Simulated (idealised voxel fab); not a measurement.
process module | voxel double patterning
cross-section cut | 245 nm wide | cells 5 nm
A cross-section is a grid of square cells, given in bands from the top down. A band is one or more rows of cells.
Each band's line starts with the height of the band's top and of its bottom, in nm. Then come its materials from left to right, each with its width in nm. One material with "throughout" fills the band from edge to edge. "air" is empty space.
Height 0 is the level under which the wafer as received is all one material. The lowest band goes on downwards, as in "0 down".
A width such as "30 to 40" changes by the same amount from each row of cells to the next, from the band's top row to its bottom row.
"no change" after a step means that no cell of the cross-section changed.
closed voids: empty space of 8 cells or more with no open way to the top, each as width x height at its distance from the left edge, in nm
after a step's settings: what the simulator itself notes on the step
overlay nm, on a step with a mask: how far to the right of its planned place the mask lay; to the left if negative
plan
1 op RECEIVE | material Si
2 op CONFORMAL_DEP | material SiO2 | thk nm 10
3 op DIRECTIONAL_DEP | material W | thk nm 15
4 op DIRECTIONAL_DEP | material SiN | thk nm 5
5 op PATTERN | tone open | mask id FIRST | material resist | width nm 15 | pitch nm 50 | thk nm 20 | overlay nm 0
6 op DIRECTIONAL_ETCH | etch materials SiN | depth nm 5
7 op STRIP | etch materials resist
8 op MASKED_ETCH | tone open | mask id SECOND | width nm 15 | etch materials SiN | depth nm 5 | overlay nm 0
9 op DIRECTIONAL_ETCH | etch materials W | depth nm 15
10 op STRIP | etch materials SiN
as received, after step 1
  0 down: Si throughout
  closed voids: none
first wafer at the end, as planned
  25 to 10: W 90 | air 15 | W 10 | air 15 | W 10 | air 15 | W 90
  10 to 0: SiO2 throughout
  0 down: Si throughout
  closed voids: none
second wafer at the end: like start, like plan, one mistake
  30 to 15: W 90 | air 15 | W 10 | air 15 | W 10 | air 15 | W 90
  15 to 10: W throughout
  10 to 0: SiO2 throughout
  0 down: Si throughout
  closed voids: none
what went wrong: step 3 ran as: op DIRECTIONAL_DEP | material W | thk nm 20
at the end the second wafer has, in cells: 49 more of W
